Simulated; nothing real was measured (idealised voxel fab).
Documented hereafter: the process module known as voxel wiring stack.
Shown is cross-section cut, with a width of 300 nm and square cells of size 5 nm.
If you're reading a cross-section in this doc, picture square cells in a grid; it comes to you as bands, top ones listed first down to the bottom, and a band can be one or more rows of cells. Heads up on the band format: heights come first, top then bottom, in nm. After that it's the materials left to right, each with its width in nm. A single material flagged "full width" fills the whole band edge to edge, and "empty" means there's empty space there. Ref level 0: as-received wafer is one material below here. Bottom band extends down with no lower bound ("from 0 down"). You'd read "30..40" like this: the band's top row of cells is as wide as the first number, its bottom row is as wide as the second, and going down, every row changes width by the same amount as the row before did. No cell of the cross-section changed in a step that is given as "all unchanged". In the "Closed-off voids" entry, you get each enclosed empty space of 8 cells or more, one with no open way to the top, written width x height at distance, distance from the left edge, in nm. Text after the settings on a step's line: the simulator's own remark on that step. Each step line may optionally specify "overlay nm", which for a step with a mask gives the rightward distance between the mask's planned place and where it lay, a negative value indicating the leftward direction.
Steps planned for the process:
step 1: RECEIVE with material Si
step 2: CONFORMAL_DEP with material SiO2, thk nm 15
step 3: DIRECTIONAL_DEP with material TiN, thk nm 5
step 4: DIRECTIONAL_DEP with material W, thk nm 25
step 5: DIRECTIONAL_DEP with material aC, thk nm 15
step 6: PATTERN with tone cover, mask id METAL_1, material resist, width nm 20, pitch nm 35, thk nm 30, overlay nm 0
step 7: DIRECTIONAL_ETCH with etch materials aC, depth nm 15
step 8: STRIP with etch materials resist
step 9: DIRECTIONAL_ETCH with etch materials W, depth nm 25
step 10: DIRECTIONAL_ETCH with etch materials TiN, depth nm 5
step 11: STRIP with etch materials aC
step 12: FILL_DEP with material SiO2, thk nm 10
step 13: CMP with height nm 45
step 14: CONFORMAL_DEP with material SiCN, thk nm 5
step 15: DIRECTIONAL_DEP with material lowk, thk nm 20
step 16: PATTERN with tone open, mask id PLUG_1, material resist, width nm 15, thk nm 20, overlay nm 0
step 17: DIRECTIONAL_ETCH with etch materials lowk, depth nm 20
step 18: DIRECTIONAL_ETCH with etch materials SiCN, depth nm 5
step 19: STRIP with etch materials resist
step 20: EPI with material Ru, thk nm 10
step 21: EPI with material Ru, thk nm 10
step 22: EPI with material Ru, thk nm 5
step 23: DIRECTIONAL_DEP with material TiN, thk nm 5
step 24: DIRECTIONAL_DEP with material W, thk nm 25
step 25: DIRECTIONAL_DEP with material aC, thk nm 15
step 26: PATTERN with tone cover, mask id METAL_2, material resist, width nm 20, pitch nm 35, thk nm 35, overlay nm 0
step 27: DIRECTIONAL_ETCH with etch materials aC, depth nm 15
step 28: STRIP with etch materials resist
step 29: DIRECTIONAL_ETCH with etch materials W, depth nm 25
step 30: DIRECTIONAL_ETCH with etch materials TiN, depth nm 5
step 31: STRIP with etch materials aC
step 32: CONFORMAL_DEP with material SiN, thk nm 5
step 33: FILL_DEP with material SiO2, thk nm 5
step 34: CMP with height nm 100
step 35: CONFORMAL_DEP with material SiCN, thk nm 5
step 36: DIRECTIONAL_DEP with material SiO2, thk nm 20
step 37: PATTERN with tone open, mask id PLUG_2, material resist, width nm 15, thk nm 20, overlay nm 0
step 38: DIRECTIONAL_ETCH with etch materials SiO2, depth nm 20
step 39: DIRECTIONAL_ETCH with etch materials SiCN, depth nm 5
step 40: STRIP with etch materials resist
step 41: EPI with material Ru, thk nm 10
step 42: EPI with material Ru, thk nm 10
step 43: EPI with material Ru, thk nm 5
step 44: DIRECTIONAL_DEP with material TiN, thk nm 5
step 45: DIRECTIONAL_DEP with material Ru, thk nm 15
step 46: MASKED_ETCH with tone cover, mask id METAL_3, width nm 20, pitch nm 35, etch materials Ru, depth nm 15, overlay nm 0
step 47: MASKED_ETCH with tone cover, mask id METAL_3, width nm 20, pitch nm 35, etch materials TiN, depth nm 5, overlay nm 0
step 48: CONFORMAL_DEP with material SiCN, thk nm 5
step 49: FILL_DEP with material SiO2, thk nm 5
step 50: CMP with height nm 145
step 51: CONFORMAL_DEP with material SiCN, thk nm 5
Below: the first of two wafers, run as planned:
as received, after step 1:
* from 0 down = Si full width
* Closed-off voids: none
Step 2 done - wafer cross-section:
* from 15 to 0 = SiO2 full width
* Under the height 0 nothing was changed.
Step 3 done - wafer cross-section:
* from 20 to 15 = TiN full width
* Under the height 15 nothing was changed.
Step 4 done - wafer cross-section:
* from 45 to 20 = W full width
* Under the height 20 nothing was changed.
Step 5 done - wafer cross-section:
* from 60 to 45 = aC full width
* Under the height 45 nothing was changed.
Step 6 done - wafer cross-section:
* from 90 to 60 = empty (120); resist (20); empty (15); resist (20); empty (125)
* Under the height 60 nothing was changed.
Step 7 done - wafer cross-section:
* from 75 to 60 = empty (120); resist (20); empty (15); resist (20); empty (125)
* from 60 to 45 = empty (120); aC (20); empty (15); aC (20); empty (125)
* Under the height 45 nothing was changed.
Step 8 done - wafer cross-section:
* from 60 to 45 = empty (120); aC (20); empty (15); aC (20); empty (125)
* Under the height 45 nothing was changed.
Step 9 done - wafer cross-section:
* from 60 to 45 = empty (120); aC (20); empty (15); aC (20); empty (125)
* from 45 to 20 = empty (120); W (20); empty (15); W (20); empty (125)
* Under the height 20 nothing was changed.
Step 10 done - wafer cross-section:
* from 60 to 45 = empty (120); aC (20); empty (15); aC (20); empty (125)
* from 45 to 20 = empty (120); W (20); empty (15); W (20); empty (125)
* from 20 to 15 = empty (120); TiN (20); empty (15); TiN (20); empty (125)
* Under the height 15 nothing was changed.
Step 11 done - wafer cross-section:
* from 45 to 20 = empty (120); W (20); empty (15); W (20); empty (125)
* Under the height 20 nothing was changed.
Step 12 done - wafer cross-section:
* from 55 to 45 = SiO2 full width
* from 45 to 20 = SiO2 (120); W (20); SiO2 (15); W (20); SiO2 (125)
* from 20 to 15 = SiO2 (120); TiN (20); SiO2 (15); TiN (20); SiO2 (125)
* Under the height 15 nothing was changed.
Step 13 done - wafer cross-section:
* from 45 to 20 = SiO2 (120); W (20); SiO2 (15); W (20); SiO2 (125)
* Under the height 20 nothing was changed.
Step 14 done - wafer cross-section:
* from 50 to 45 = SiCN full width
* Under the height 45 nothing was changed.
Step 15 done - wafer cross-section:
* from 70 to 50 = lowk full width
* Under the height 50 nothing was changed.
Step 16 done - wafer cross-section:
* from 90 to 70 = resist (120); empty (15); resist (165)
* Under the height 70 nothing was changed.
Step 17 done - wafer cross-section:
* from 90 to 70 = resist (120); empty (15); resist (165)
* from 70 to 50 = lowk (120); empty (15); lowk (165)
* Under the height 50 nothing was changed.
Step 18 done - wafer cross-section:
* from 90 to 70 = resist (120); empty (15); resist (165)
* from 70 to 50 = lowk (120); empty (15); lowk (165)
* from 50 to 45 = SiCN (120); empty (15); SiCN (165)
* Under the height 45 nothing was changed.
Step 19 done - wafer cross-section:
* from 70 to 50 = lowk (120); empty (15); lowk (165)
* Under the height 50 nothing was changed.
Step 20 done - wafer cross-section:
* from 70 to 55 = lowk (120); empty (15); lowk (165)
* from 55 to 50 = lowk (120); Ru (15); lowk (165)
* from 50 to 45 = SiCN (120); Ru (15); SiCN (165)
* Under the height 45 nothing was changed.
Step 21 done - wafer cross-section:
* from 70 to 65 = lowk (120); empty (15); lowk (165)
* from 65 to 50 = lowk (120); Ru (15); lowk (165)
* Under the height 50 nothing was changed.
Step 22 done - wafer cross-section:
* from 70 to 50 = lowk (120); Ru (15); lowk (165)
* Under the height 50 nothing was changed.
Step 23 done - wafer cross-section:
* from 75 to 70 = TiN full width
* Under the height 70 nothing was changed.
Step 24 done - wafer cross-section:
* from 100 to 75 = W full width
* Under the height 75 nothing was changed.
Step 25 done - wafer cross-section:
* from 115 to 100 = aC full width
* Under the height 100 nothing was changed.
Step 26 done - wafer cross-section:
* from 150 to 115 = empty (120); resist (20); empty (15); resist (20); empty (125)
* Under the height 115 nothing was changed.
Step 27 done - wafer cross-section:
* from 135 to 115 = empty (120); resist (20); empty (15); resist (20); empty (125)
* from 115 to 100 = empty (120); aC (20); empty (15); aC (20); empty (125)
* Under the height 100 nothing was changed.
Step 28 done - wafer cross-section:
* from 115 to 100 = empty (120); aC (20); empty (15); aC (20); empty (125)
* Under the height 100 nothing was changed.
Step 29 done - wafer cross-section:
* from 115 to 100 = empty (120); aC (20); empty (15); aC (20); empty (125)
* from 100 to 75 = empty (120); W (20); empty (15); W (20); empty (125)
* Under the height 75 nothing was changed.
Step 30 done - wafer cross-section:
* from 115 to 100 = empty (120); aC (20); empty (15); aC (20); empty (125)
* from 100 to 75 = empty (120); W (20); empty (15); W (20); empty (125)
* from 75 to 70 = empty (120); TiN (20); empty (15); TiN (20); empty (125)
* Under the height 70 nothing was changed.
Step 31 done - wafer cross-section:
* from 100 to 75 = empty (120); W (20); empty (15); W (20); empty (125)
* Under the height 75 nothing was changed.
Step 32 done - wafer cross-section:
* from 105 to 100 = empty (115); SiN (30); empty (5); SiN (30); empty (120)
* from 100 to 75 = empty (115); SiN (5); W (20); SiN (5); empty (5); SiN (5); W (20); SiN (5); empty (120)
* from 75 to 70 = SiN (120); TiN (20); SiN (15); TiN (20); SiN (125)
* Under the height 70 nothing was changed.
Step 33 done - wafer cross-section:
* from 110 to 105 = SiO2 full width
* from 105 to 100 = SiO2 (115); SiN (30); SiO2 (5); SiN (30); SiO2 (120)
* from 100 to 75 = SiO2 (115); SiN (5); W (20); SiN (5); SiO2 (5); SiN (5); W (20); SiN (5); SiO2 (120)
* Under the height 75 nothing was changed.
Step 34 done - wafer cross-section:
* from 100 to 75 = SiO2 (115); SiN (5); W (20); SiN (5); SiO2 (5); SiN (5); W (20); SiN (5); SiO2 (120)
* Under the height 75 nothing was changed.
Step 35 done - wafer cross-section:
* from 105 to 100 = SiCN full width
* Under the height 100 nothing was changed.
Step 36 done - wafer cross-section:
* from 125 to 105 = SiO2 full width
* Under the height 105 nothing was changed.
Step 37 done - wafer cross-section:
* from 145 to 125 = resist (120); empty (15); resist (165)
* Under the height 125 nothing was changed.
Step 38 done - wafer cross-section:
* from 145 to 125 = resist (120); empty (15); resist (165)
* from 125 to 105 = SiO2 (120); empty (15); SiO2 (165)
* Under the height 105 nothing was changed.
Step 39 done - wafer cross-section:
* from 145 to 125 = resist (120); empty (15); resist (165)
* from 125 to 105 = SiO2 (120); empty (15); SiO2 (165)
* from 105 to 100 = SiCN (120); empty (15); SiCN (165)
* Under the height 100 nothing was changed.
Step 40 done - wafer cross-section:
* from 125 to 105 = SiO2 (120); empty (15); SiO2 (165)
* Under the height 105 nothing was changed.
Step 41 done - wafer cross-section:
* from 125 to 110 = SiO2 (120); empty (15); SiO2 (165)
* from 110 to 105 = SiO2 (120); Ru (15); SiO2 (165)
* from 105 to 100 = SiCN (120); Ru (15); SiCN (165)
* Under the height 100 nothing was changed.
Step 42 done - wafer cross-section:
* from 125 to 120 = SiO2 (120); empty (15); SiO2 (165)
* from 120 to 105 = SiO2 (120); Ru (15); SiO2 (165)
* Under the height 105 nothing was changed.
Step 43 done - wafer cross-section:
* from 125 to 105 = SiO2 (120); Ru (15); SiO2 (165)
* Under the height 105 nothing was changed.
Step 44 done - wafer cross-section:
* from 130 to 125 = TiN full width
* Under the height 125 nothing was changed.
Step 45 done - wafer cross-section:
* from 145 to 130 = Ru full width
* Under the height 130 nothing was changed.
Step 46 done - wafer cross-section:
* from 145 to 130 = empty (120); Ru (20); empty (15); Ru (20); empty (125)
* Under the height 130 nothing was changed.
Step 47 done - wafer cross-section:
* from 145 to 130 = empty (120); Ru (20); empty (15); Ru (20); empty (125)
* from 130 to 125 = empty (120); TiN (20); empty (15); TiN (20); empty (125)
* Under the height 125 nothing was changed.
Step 48 done - wafer cross-section:
* from 150 to 145 = empty (115); SiCN (30); empty (5); SiCN (30); empty (120)
* from 145 to 130 = empty (115); SiCN (5); Ru (20); SiCN (5); empty (5); SiCN (5); Ru (20); SiCN (5); empty (120)
* from 130 to 125 = SiCN (120); TiN (20); SiCN (15); TiN (20); SiCN (125)
* Under the height 125 nothing was changed.
Step 49 done - wafer cross-section:
* from 155 to 150 = SiO2 full width
* from 150 to 145 = SiO2 (115); SiCN (30); SiO2 (5); SiCN (30); SiO2 (120)
* from 145 to 130 = SiO2 (115); SiCN (5); Ru (20); SiCN (5); SiO2 (5); SiCN (5); Ru (20); SiCN (5); SiO2 (120)
* Under the height 130 nothing was changed.
Step 50 done - wafer cross-section:
* from 145 to 130 = SiO2 (115); SiCN (5); Ru (20); SiCN (5); SiO2 (5); SiCN (5); Ru (20); SiCN (5); SiO2 (120)
* Under the height 130 nothing was changed.
Step 51 done - wafer cross-section:
* from 150 to 145 = SiCN full width
* Under the height 145 nothing was changed.
Wafer two. Same start, same plan, one slip in execution. Same as wafer one through step 42, inclusive:
Second wafer: cross-section at the scheduled end of step 43:
* from 130 to 125 = TiN (120); empty (15); TiN (165)
* from 125 to 120 = SiO2 (120); TiN (15); SiO2 (165)
* Under the height 120 nothing was changed.
Second wafer: cross-section at the scheduled end of step 44:
* from 135 to 130 = Ru (125); empty (5); Ru (170)
* from 130 to 125 = TiN (120); Ru (15); TiN (165)
* Under the height 125 nothing was changed.
Second wafer: cross-section at the scheduled end of step 45:
* from 150 to 145 = Ru (125); empty (5); Ru (170)
* from 145 to 130 = Ru full width
* Under the height 130 nothing was changed.
Second wafer: cross-section at the scheduled end of step 46:
* from 150 to 145 = empty (120); Ru (5); empty (5); Ru (10); empty (15); Ru (20); empty (125)
* from 145 to 135 = empty (120); Ru (20); empty (15); Ru (20); empty (125)
* Under the height 135 nothing was changed.
Second wafer: cross-section at the scheduled end of step 47: all unchanged
Second wafer: cross-section at the scheduled end of step 48:
* from 155 to 150 = empty (115); SiCN (30); empty (5); SiCN (30); empty (120)
* from 150 to 145 = empty (115); SiCN (5); Ru (5); SiCN (5); Ru (10); SiCN (5); empty (5); SiCN (5); Ru (20); SiCN (5); empty (120)
* from 145 to 140 = empty (115); SiCN (5); Ru (20); SiCN (5); empty (5); SiCN (5); Ru (20); SiCN (5); empty (120)
* from 140 to 135 = SiCN (120); Ru (20); SiCN (15); Ru (20); SiCN (125)
* Under the height 135 nothing was changed.
Second wafer: cross-section at the scheduled end of step 49:
* from 160 to 155 = SiO2 full width
* from 155 to 150 = SiO2 (115); SiCN (30); SiO2 (5); SiCN (30); SiO2 (120)
* from 150 to 145 = SiO2 (115); SiCN (5); Ru (5); SiCN (5); Ru (10); SiCN (5); SiO2 (5); SiCN (5); Ru (20); SiCN (5); SiO2 (120)
* from 145 to 140 = SiO2 (115); SiCN (5); Ru (20); SiCN (5); SiO2 (5); SiCN (5); Ru (20); SiCN (5); SiO2 (120)
* Under the height 140 nothing was changed.
Second wafer: cross-section at the scheduled end of step 50:
* from 145 to 140 = SiO2 (115); SiCN (5); Ru (20); SiCN (5); SiO2 (5); SiCN (5); Ru (20); SiCN (5); SiO2 (120)
* Under the height 140 nothing was changed.
Second wafer: cross-section at the scheduled end of step 51:
* from 150 to 145 = SiCN full width
* Under the height 145 nothing was changed.
So what did we get wrong on this run? a sequencing error occurred in which plan steps 43 and 44 were transposed
Final wafer comparison in cells, second versus first, more or fewer per material: 52 more of Ru | 8 fewer of SiCN | 96 fewer of SiO2 | 52 more of TiN
